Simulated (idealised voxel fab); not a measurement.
The process module presented herein is designated voxel capacitor over wiring.
Section shown: cut. Width: 300 nm. Cell size: 5 nm, square.
When this document writes out a cross-section, it uses a grid of square cells and lists it as bands, beginning at the top and moving down, with a band standing for one or more rows of cells.
Top height, bottom height, nm. Materials left to right, width each, nm. Single material + "full width" = fills band edge to edge. "empty" = empty.
Height is counted from the level 0, under which the received wafer is composed throughout of one material. The lowest of the bands is not closed at the bottom but continues downward, in the notation "0 -> down".
Width: "30 to 40" (first number = top row, second number = bottom row, same change from row to row of cells).
Reading "stayed the same" for a step: not a cell of the cross-section changed in it.
Entry "Sealed void inventory" = empty spaces >= 8 cells with no open way to the top; each as width x height at distance, distance from left edge, all nm.
What comes after the settings on a step's line is commentary from the simulator itself on that step.
Among the settings permitted on a step's line is "overlay nm"; applied to a step with a mask, it specifies the extent to which the mask lay to the right of its planned position, whereas a negative figure signifies a position to the left.
How should the pairs below be read? Each gives the cross-section before one process step and the cross-section after it, the latter drawn only to the lowest band that changed; the step that lies between them, with its settings, appears under the pair. Does a pair pick up where the pair above left off? Only where its entry headed "Pre-step" says so, since pairs can come from different runs of this module on the same starting wafer.

### Pre-step
  110 -> 95: 115 nm resist  15 nm empty  170 nm resist
  95 -> 90: 100 nm SiO2  70 nm TiN  130 nm SiO2
  90 -> 65: Ru full width
  65 -> 45: TiN full width
  45 -> 40: SiCN full width
  40 -> 20: 100 nm SiO2  20 nm Ru  55 nm SiO2  20 nm Ru  105 nm SiO2
  20 -> 15: 100 nm SiO2  20 nm TiN  55 nm SiO2  20 nm TiN  105 nm SiO2
  15 -> 0: SiO2 full width
  0 -> down: Si full width
  Sealed void inventory: none

### Step Outcome
  95 -> 90: 100 nm SiO2  70 nm TiN  130 nm SiO2
  Below 90 it's all the same as before, nothing changed down there.
  Sealed void inventory: none
Going from one cross-section above to the next, the wafer undergoes STRIP [etch materials resist]

Pre-step: as in the pair right above, post-step view.

### Step Outcome
  100 -> 95: TiN full width
  Below 95 it's all the same as before, nothing changed down there.
  Sealed void inventory: none
Going from one cross-section above to the next, the wafer undergoes CONFORMAL_DEP [material TiN] [thk nm 5]

Pre-step: as in the pair right above, post-step view.

### Step Outcome
  110 -> 100: W full width
  Below 100 it's all the same as before, nothing changed down there.
  Sealed void inventory: none
Going from one cross-section above to the next, the wafer undergoes FILL_DEP [material W] [thk nm 10]

Pre-step: as in the pair right above, post-step view.

### Step Outcome
  95 -> 90: 100 nm SiO2  70 nm TiN  130 nm SiO2
  Below 90 it's all the same as before, nothing changed down there.
  Sealed void inventory: none
Going from one cross-section above to the next, the wafer undergoes CMP [height nm 95]

Pre-step: as in the pair right above, post-step view.

### Step Outcome
  100 -> 95: SiCN full width
  Below 95 it's all the same as before, nothing changed down there.
  Sealed void inventory: none
Going from one cross-section above to the next, the wafer undergoes CONFORMAL_DEP [material SiCN] [thk nm 5]

### Pre-step
  65 -> 45: lowk full width
  45 -> 40: SiCN full width
  40 -> 20: 100 nm SiO2  20 nm Ru  55 nm SiO2  20 nm Ru  105 nm SiO2
  20 -> 15: 100 nm SiO2  20 nm TiN  55 nm SiO2  20 nm TiN  105 nm SiO2
  15 -> 0: SiO2 full width
  0 -> down: Si full width
  Sealed void inventory: none

### Step Outcome
  65 -> 45: 105 nm empty  15 nm lowk  180 nm empty
  Below 45 it's all the same as before, nothing changed down there.
  Sealed void inventory: none
Going from one cross-section above to the next, the wafer undergoes MASKED_ETCH [tone cover] [mask id PLUG_1] [width nm 15] [etch materials lowk] [depth nm 20] [overlay nm 0]

Pre-step: as in the pair right above, post-step view.

### Step Outcome
  70 -> 65: 105 nm empty  15 nm TiN  180 nm empty
  65 -> 50: 105 nm empty  15 nm lowk  180 nm empty
  50 -> 45: 105 nm TiN  15 nm lowk  180 nm TiN
  Below 45 it's all the same as before, nothing changed down there.
  Sealed void inventory: none
Going from one cross-section above to the next, the wafer undergoes DIRECTIONAL_DEP [material TiN] [thk nm 5]

Pre-step: as in the pair right above, post-step view.

### Step Outcome
  75 -> 70: 105 nm empty  15 nm SiN  180 nm empty
  70 -> 65: 105 nm empty  15 nm TiN  180 nm empty
  65 -> 55: 105 nm empty  15 nm lowk  180 nm empty
  55 -> 50: 105 nm SiN  15 nm lowk  180 nm SiN
  Below 50 it's all the same as before, nothing changed down there.
  Sealed void inventory: none
Going from one cross-section above to the next, the wafer undergoes DIRECTIONAL_DEP [material SiN] [thk nm 5]

Pre-step: as in the pair right above, post-step view.

### Step Outcome
  85 -> 75: 105 nm empty  15 nm TiN  180 nm empty
  75 -> 70: 105 nm empty  15 nm SiN  180 nm empty
  70 -> 65: 105 nm empty  15 nm TiN  180 nm empty
  65 -> 55: 105 nm TiN  15 nm lowk  180 nm TiN
  Below 55 it's all the same as before, nothing changed down there.
  Sealed void inventory: none
Going from one cross-section above to the next, the wafer undergoes DIRECTIONAL_DEP [material TiN] [thk nm 10]

Pre-step: as in the pair right above, post-step view.

### Step Outcome
  105 -> 85: 105 nm empty  60 nm resist  135 nm empty
  85 -> 75: 105 nm empty  15 nm TiN  45 nm resist  135 nm empty
  75 -> 70: 105 nm empty  15 nm SiN  45 nm resist  135 nm empty
  70 -> 65: 105 nm empty  15 nm TiN  45 nm resist  135 nm empty
  Below 65 it's all the same as before, nothing changed down there.
  Sealed void inventory: none
Going from one cross-section above to the next, the wafer undergoes PATTERN [tone cover] [mask id UPPER_PLATE] [material resist] [width nm 60] [thk nm 20] [overlay nm 0]

Pre-step: as in the pair right above, post-step view.

### Step Outcome
  105 -> 85: 105 nm empty  60 nm resist  135 nm empty
  85 -> 75: 105 nm empty  15 nm TiN  45 nm resist  135 nm empty
  75 -> 70: 105 nm empty  15 nm SiN  45 nm resist  135 nm empty
  70 -> 65: 105 nm empty  15 nm TiN  45 nm resist  135 nm empty
  65 -> 55: 105 nm empty  15 nm lowk  45 nm TiN  135 nm empty
  Below 55 it's all the same as before, nothing changed down there.
  Sealed void inventory: none
Going from one cross-section above to the next, the wafer undergoes DIRECTIONAL_ETCH [etch materials TiN] [depth nm 10]

Pre-step: as in the pair right above, post-step view.

### Step Outcome
  105 -> 85: 105 nm empty  60 nm resist  135 nm empty
  85 -> 75: 105 nm empty  15 nm TiN  45 nm resist  135 nm empty
  75 -> 70: 105 nm empty  15 nm SiN  45 nm resist  135 nm empty
  70 -> 65: 105 nm empty  15 nm TiN  45 nm resist  135 nm empty
  65 -> 55: 105 nm empty  15 nm lowk  45 nm TiN  135 nm empty
  55 -> 50: 105 nm empty  15 nm lowk  45 nm SiN  135 nm empty
  Below 50 it's all the same as before, nothing changed down there.
  Sealed void inventory: none
Going from one cross-section above to the next, the wafer undergoes DIRECTIONAL_ETCH [etch materials SiN] [depth nm 5]

Pre-step: as in the pair right above, post-step view.

### Step Outcome
  85 -> 75: 105 nm empty  15 nm TiN  180 nm empty
  75 -> 70: 105 nm empty  15 nm SiN  180 nm empty
  70 -> 65: 105 nm empty  15 nm TiN  180 nm empty
  Below 65 it's all the same as before, nothing changed down there.
  Sealed void inventory: none
Going from one cross-section above to the next, the wafer undergoes STRIP [etch materials resist]

Pre-step: as in the pair right above, post-step view.

### Step Outcome
  85 -> 75: 105 nm empty  15 nm TiN  180 nm empty
  75 -> 70: 105 nm empty  15 nm SiN  180 nm empty
  70 -> 65: 105 nm empty  15 nm TiN  180 nm empty
  65 -> 55: 105 nm empty  15 nm lowk  45 nm TiN  135 nm empty
  55 -> 50: 105 nm empty  15 nm lowk  45 nm SiN  135 nm empty
  50 -> 45: 100 nm empty  5 nm TiN  15 nm lowk  50 nm TiN  130 nm empty
  Below 45 it's all the same as before, nothing changed down there.
  Sealed void inventory: none
Going from one cross-section above to the next, the wafer undergoes MASKED_ETCH [tone cover] [mask id LOWER_PLATE] [width nm 70] [etch materials TiN] [depth nm 5] [overlay nm 0]

Pre-step: as in the pair right above, post-step view.

### Step Outcome
  100 -> 85: SiO2 full width
  85 -> 75: 105 nm SiO2  15 nm TiN  180 nm SiO2
  75 -> 70: 105 nm SiO2  15 nm SiN  180 nm SiO2
  70 -> 65: 105 nm SiO2  15 nm TiN  180 nm SiO2
  65 -> 55: 105 nm SiO2  15 nm lowk  45 nm TiN  135 nm SiO2
  55 -> 50: 105 nm SiO2  15 nm lowk  45 nm SiN  135 nm SiO2
  50 -> 45: 100 nm SiO2  5 nm TiN  15 nm lowk  50 nm TiN  130 nm SiO2
  Below 45 it's all the same as before, nothing changed down there.
  Sealed void inventory: none
Going from one cross-section above to the next, the wafer undergoes FILL_DEP [material SiO2] [thk nm 15]

Pre-step: as in the pair right above, post-step view.

### Step Outcome
  95 -> 85: SiO2 full width
  Below 85 it's all the same as before, nothing changed down there.
  Sealed void inventory: none
Going from one cross-section above to the next, the wafer undergoes CMP [height nm 95]

Pre-step: as in the pair right above, post-step view.

### Step Outcome
  110 -> 95: 115 nm resist  15 nm empty  170 nm resist
  Below 95 it's all the same as before, nothing changed down there.
  Sealed void inventory: none
Going from one cross-section above to the next, the wafer undergoes PATTERN [tone open] [mask id PLUG_2] [material resist] [width nm 15] [thk nm 15] [overlay nm 0]

Pre-step: as in the pair right above, post-step view.

### Step Outcome
  110 -> 95: 115 nm resist  15 nm empty  170 nm resist
  95 -> 85: 115 nm SiO2  15 nm empty  170 nm SiO2
  Below 85 it's all the same as before, nothing changed down there.
  Sealed void inventory: none
Going from one cross-section above to the next, the wafer undergoes DIRECTIONAL_ETCH [etch materials SiO2] [depth nm 10]

Pre-step: as in the pair right above, post-step view.

### Step Outcome
  95 -> 85: 115 nm SiO2  15 nm empty  170 nm SiO2
  Below 85 it's all the same as before, nothing changed down there.
  Sealed void inventory: none
Going from one cross-section above to the next, the wafer undergoes STRIP [etch materials resist]

Pre-step: as in the pair right above, post-step view.

### Step Outcome
  100 -> 95: 120 nm TiN  5 nm empty  175 nm TiN
  95 -> 90: 115 nm SiO2  5 nm TiN  5 nm empty  5 nm TiN  170 nm SiO2
  90 -> 85: 115 nm SiO2  15 nm TiN  170 nm SiO2
  Below 85 it's all the same as before, nothing changed down there.
  Sealed void inventory: none
Going from one cross-section above to the next, the wafer undergoes CONFORMAL_DEP [material TiN] [thk nm 5]

Pre-step: as in the pair right above, post-step view.

### Step Outcome
  110 -> 100: W full width
  100 -> 95: 120 nm TiN  5 nm W  175 nm TiN
  95 -> 90: 115 nm SiO2  5 nm TiN  5 nm W  5 nm TiN  170 nm SiO2
  Below 90 it's all the same as before, nothing changed down there.
  Sealed void inventory: none
Going from one cross-section above to the next, the wafer undergoes FILL_DEP [material W] [thk nm 10]

Pre-step: as in the pair right above, post-step view.

### Step Outcome
  95 -> 90: 115 nm SiO2  5 nm TiN  5 nm W  5 nm TiN  170 nm SiO2
  Below 90 it's all the same as before, nothing changed down there.
  Sealed void inventory: none
Going from one cross-section above to the next, the wafer undergoes CMP [height nm 95]

Pre-step: as in the pair right above, post-step view.

### Step Outcome
  100 -> 95: SiCN full width
  Below 95 it's all the same as before, nothing changed down there.
  Sealed void inventory: none
Going from one cross-section above to the next, the wafer undergoes CONFORMAL_DEP [material SiCN] [thk nm 5]
